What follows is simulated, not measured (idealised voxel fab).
Proc. module: voxel wiring stack
Cross-section cut: width 250 nm, square cells of 5 nm.
Just so we're on the same page, the cross-sections are grids of square cells, and they're listed out in bands top to bottom, each band one or more rows deep.
This entry defines a band. It first specifies the height of the band's top and the height of its bottom in nm, and then specifies the band's materials from left to right, stating each material with its width in nm. The word "throughout" identifies a single material that fills the band from edge to edge, while the word "air" identifies empty space.
The reference from which all heights are counted is 0, the level beneath which the as-received wafer is entirely one material; the lowest band, having no lower bound, proceeds downward and is written after the example "0 down".
Per-row width for "30 to 40": begins at first number (top row of band), ends at second number (bottom row), increment between rows held constant.
Reading "identical to before" for a step: not a cell of the cross-section changed in it.
Closed-off voids of 8+ cells (no open route to the top) go in "Enclosed cavities", written width x height at distance from the left edge, in nm.
Whatever follows a step's settings on its line is a remark the simulator itself makes about that step.
A step line may carry the setting "overlay nm", which, for steps involving a mask, states the distance by which the mask lay to the right of its intended position; negative values denote displacement to the left.
**List of planned process steps**
1) RECEIVE with material Si
2) CONFORMAL_DEP with material SiO2, thk nm 10
3) CONFORMAL_DEP with material SiN, thk nm 5
4) DIRECTIONAL_DEP with material lowk, thk nm 20
5) DIRECTIONAL_DEP with material aC, thk nm 15
6) PATTERN with tone open, mask id METAL_1, material resist, width nm 25, pitch nm 50, thk nm 30, overlay nm 0
7) DIRECTIONAL_ETCH with etch materials aC, depth nm 15
8) STRIP with etch materials resist
9) DIRECTIONAL_ETCH with etch materials lowk, depth nm 20
10) DIRECTIONAL_ETCH with etch materials SiN, depth nm 5
11) STRIP with etch materials aC
12) CONFORMAL_DEP with material TiN, thk nm 5
13) FILL_DEP with material Cu, thk nm 5
14) CMP with height nm 35
15) CONFORMAL_DEP with material SiCN, thk nm 5
16) DIRECTIONAL_DEP with material lowk, thk nm 25
17) DIRECTIONAL_DEP with material aC, thk nm 15
18) PATTERN with tone open, mask id METAL_2_HOLES, material resist, width nm 15, pitch nm 100, thk nm 35, overlay nm -15
19) DIRECTIONAL_ETCH with etch materials aC, depth nm 15
20) STRIP with etch materials resist
21) DIRECTIONAL_ETCH with etch materials lowk, depth nm 25
22) STRIP with etch materials aC
23) PATTERN with tone open, mask id METAL_2, material resist, width nm 25, pitch nm 50, thk nm 15, overlay nm 0
24) DIRECTIONAL_ETCH with etch materials lowk, depth nm 15
25) DIRECTIONAL_ETCH with etch materials SiCN, depth nm 5
26) STRIP with etch materials resist
27) CONFORMAL_DEP with material TiN, thk nm 5
28) FILL_DEP with material Ru, thk nm 5
29) CMP with height nm 65
30) CONFORMAL_DEP with material SiCN, thk nm 5
31) DIRECTIONAL_DEP with material lowk, thk nm 35
32) DIRECTIONAL_DEP with material aC, thk nm 15
33) PATTERN with tone open, mask id METAL_3, material resist, width nm 25, pitch nm 50, thk nm 30, overlay nm 0
34) DIRECTIONAL_ETCH with etch materials aC, depth nm 15
35) STRIP with etch materials resist
36) DIRECTIONAL_ETCH with etch materials lowk, depth nm 20
37) STRIP with etch materials aC
38) MASKED_ETCH with tone open, mask id METAL_3_HOLES, width nm 15, pitch nm 100, etch materials lowk, depth nm 15, overlay nm 0
39) MASKED_ETCH with tone open, mask id METAL_3_HOLES, width nm 15, pitch nm 100, etch materials SiCN, depth nm 5, overlay nm 0
40) CONFORMAL_DEP with material TiN, thk nm 5
41) FILL_DEP with material Cu, thk nm 10
42) CMP with height nm 105
43) CONFORMAL_DEP with material SiCN, thk nm 5
44) DIRECTIONAL_DEP with material SiO2, thk nm 35
45) PATTERN with tone open, mask id METAL_4, material resist, width nm 25, pitch nm 50, thk nm 20, overlay nm 0
46) DIRECTIONAL_ETCH with etch materials SiO2, depth nm 20
47) STRIP with etch materials resist
48) MASKED_ETCH with tone open, mask id METAL_4_HOLES, width nm 15, pitch nm 50, etch materials SiO2, depth nm 15, overlay nm 0
49) MASKED_ETCH with tone open, mask id METAL_4_HOLES, width nm 15, pitch nm 50, etch materials SiCN, depth nm 5, overlay nm 0
50) CONFORMAL_DEP with material TiN, thk nm 5
51) FILL_DEP with material Cu, thk nm 10
52) CMP with height nm 145
53) CONFORMAL_DEP with material SiCN, thk nm 5
varied across the wafers: overlay nm of step 18. The plan shows the first wafer's value. All wafers start alike
**The first of several wafers in cross-section, exactly as it reached us after step 1**
    0 down  Si throughout
    Enclosed cavities: none
**After the module's final step, step 53: the first of several wafers in cross-section**
    150 to 145  SiCN throughout
    145 to 130  SiO2 35 / TiN 5 / Cu 15 / TiN 5 / SiO2 25 / TiN 5 / Cu 15 / TiN 5 / SiO2 25 / TiN 5 / Cu 15 / TiN 5 / SiO2 25 / TiN 5 / Cu 15 / TiN 5 / SiO2 40
    130 to 125  SiO2 35 / TiN 5 / Cu 5 / TiN 15 / SiO2 25 / TiN 5 / Cu 5 / TiN 15 / SiO2 25 / TiN 5 / Cu 5 / TiN 15 / SiO2 25 / TiN 5 / Cu 5 / TiN 15 / SiO2 40
    125 to 110  SiO2 35 / TiN 5 / Cu 5 / TiN 5 / SiO2 35 / TiN 5 / Cu 5 / TiN 5 / SiO2 35 / TiN 5 / Cu 5 / TiN 5 / SiO2 35 / TiN 5 / Cu 5 / TiN 5 / SiO2 50
    110 to 105  SiCN 35 / TiN 15 / SiCN 35 / TiN 15 / SiCN 35 / TiN 15 / SiCN 35 / TiN 15 / SiCN 50
    105 to 90  lowk 35 / TiN 5 / Cu 15 / TiN 5 / lowk 25 / TiN 5 / Cu 15 / TiN 5 / lowk 25 / TiN 5 / Cu 15 / TiN 5 / lowk 25 / TiN 5 / Cu 15 / TiN 5 / lowk 40
    90 to 85  lowk 35 / TiN 5 / Cu 5 / TiN 15 / lowk 25 / TiN 25 / lowk 25 / TiN 5 / Cu 5 / TiN 15 / lowk 25 / TiN 25 / lowk 40
    85 to 70  lowk 35 / TiN 5 / Cu 5 / TiN 5 / lowk 85 / TiN 5 / Cu 5 / TiN 5 / lowk 100
    70 to 65  SiCN 35 / TiN 15 / SiCN 85 / TiN 15 / SiCN 100
    65 to 55  lowk 20 / TiN 5 / Ru 30 / TiN 5 / lowk 25 / TiN 5 / Ru 15 / TiN 5 / lowk 10 / TiN 5 / Ru 30 / TiN 5 / lowk 25 / TiN 5 / Ru 15 / TiN 5 / lowk 40
    55 to 50  lowk 20 / TiN 5 / Ru 5 / TiN 30 / lowk 25 / TiN 25 / lowk 10 / TiN 5 / Ru 5 / TiN 30 / lowk 25 / TiN 25 / lowk 40
    50 to 45  lowk 20 / TiN 5 / Ru 5 / TiN 5 / lowk 85 / TiN 5 / Ru 5 / TiN 5 / lowk 115
    45 to 40  lowk 20 / TiN 15 / lowk 85 / TiN 15 / lowk 115
    40 to 35  SiCN throughout
    35 to 15  lowk 35 / TiN 5 / Cu 15 / TiN 5 / lowk 25 / TiN 5 / Cu 15 / TiN 5 / lowk 25 / TiN 5 / Cu 15 / TiN 5 / lowk 25 / TiN 5 / Cu 15 / TiN 5 / lowk 40
    15 to 10  SiN 35 / TiN 25 / SiN 25 / TiN 25 / SiN 25 / TiN 25 / SiN 25 / TiN 25 / SiN 40
    10 to 0  SiO2 throughout
    0 down  Si throughout
    Enclosed cavities: none
**Last-wafer cross-section at the end of the module**
    150 to 145  SiCN throughout
    145 to 130  SiO2 35 / TiN 5 / Cu 15 / TiN 5 / SiO2 25 / TiN 5 / Cu 15 / TiN 5 / SiO2 25 / TiN 5 / Cu 15 / TiN 5 / SiO2 25 / TiN 5 / Cu 15 / TiN 5 / SiO2 40
    130 to 125  SiO2 35 / TiN 5 / Cu 5 / TiN 15 / SiO2 25 / TiN 5 / Cu 5 / TiN 15 / SiO2 25 / TiN 5 / Cu 5 / TiN 15 / SiO2 25 / TiN 5 / Cu 5 / TiN 15 / SiO2 40
    125 to 110  SiO2 35 / TiN 5 / Cu 5 / TiN 5 / SiO2 35 / TiN 5 / Cu 5 / TiN 5 / SiO2 35 / TiN 5 / Cu 5 / TiN 5 / SiO2 35 / TiN 5 / Cu 5 / TiN 5 / SiO2 50
    110 to 105  SiCN 35 / TiN 15 / SiCN 35 / TiN 15 / SiCN 35 / TiN 15 / SiCN 35 / TiN 15 / SiCN 50
    105 to 90  lowk 35 / TiN 5 / Cu 15 / TiN 5 / lowk 25 / TiN 5 / Cu 15 / TiN 5 / lowk 25 / TiN 5 / Cu 15 / TiN 5 / lowk 25 / TiN 5 / Cu 15 / TiN 5 / lowk 40
    90 to 85  lowk 35 / TiN 5 / Cu 5 / TiN 15 / lowk 25 / TiN 25 / lowk 25 / TiN 5 / Cu 5 / TiN 15 / lowk 25 / TiN 25 / lowk 40
    85 to 70  lowk 35 / TiN 5 / Cu 5 / TiN 5 / lowk 85 / TiN 5 / Cu 5 / TiN 5 / lowk 100
    70 to 65  SiCN 35 / TiN 15 / SiCN 85 / TiN 15 / SiCN 100
    65 to 55  lowk 35 / TiN 5 / Ru 20 / TiN 5 / lowk 20 / TiN 5 / Ru 15 / TiN 5 / lowk 25 / TiN 5 / Ru 20 / TiN 5 / lowk 20 / TiN 5 / Ru 15 / TiN 5 / lowk 40
    55 to 50  lowk 35 / TiN 20 / Ru 5 / TiN 5 / lowk 20 / TiN 25 / lowk 25 / TiN 20 / Ru 5 / TiN 5 / lowk 20 / TiN 25 / lowk 40
    50 to 45  lowk 50 / TiN 5 / Ru 5 / TiN 5 / lowk 85 / TiN 5 / Ru 5 / TiN 5 / lowk 85
    45 to 40  lowk 50 / TiN 15 / lowk 85 / TiN 15 / lowk 85
    40 to 35  SiCN 50 / TiN 10 / SiCN 90 / TiN 10 / SiCN 90
    35 to 15  lowk 35 / TiN 5 / Cu 15 / TiN 5 / lowk 25 / TiN 5 / Cu 15 / TiN 5 / lowk 25 / TiN 5 / Cu 15 / TiN 5 / lowk 25 / TiN 5 / Cu 15 / TiN 5 / lowk 40
    15 to 10  SiN 35 / TiN 25 / SiN 25 / TiN 25 / SiN 25 / TiN 25 / SiN 25 / TiN 25 / SiN 40
    10 to 0  SiO2 throughout
    0 down  Si throughout
    Enclosed cavities: none
**Where each wafer stands at the end of the module, a row apiece: cells of each material gained (+) or lost (-) since it was received, then closed voids**
overlay nm -15; +144 Cu; +40 Ru; +182 SiCN; +30 SiN; +334 SiO2; +238 TiN; +532 lowk; Enclosed cavities: none
overlay nm -10; +144 Cu; +36 Ru; +180 SiCN; +30 SiN; +334 SiO2; +238 TiN; +538 lowk; Enclosed cavities: none
overlay nm -5; +144 Cu; +32 Ru; +178 SiCN; +30 SiN; +334 SiO2; +238 TiN; +544 lowk; Enclosed cavities: none
overlay nm 0; +144 Cu; +30 Ru; +176 SiCN; +30 SiN; +334 SiO2; +236 TiN; +550 lowk; Enclosed cavities: none
overlay nm 5; +144 Cu; +30 Ru; +176 SiCN; +30 SiN; +334 SiO2; +236 TiN; +550 lowk; Enclosed cavities: none
overlay nm 10; +144 Cu; +30 Ru; +176 SiCN; +30 SiN; +334 SiO2; +236 TiN; +550 lowk; Enclosed cavities: none
overlay nm 15; +144 Cu; +32 Ru; +178 SiCN; +30 SiN; +334 SiO2; +238 TiN; +544 lowk; Enclosed cavities: none
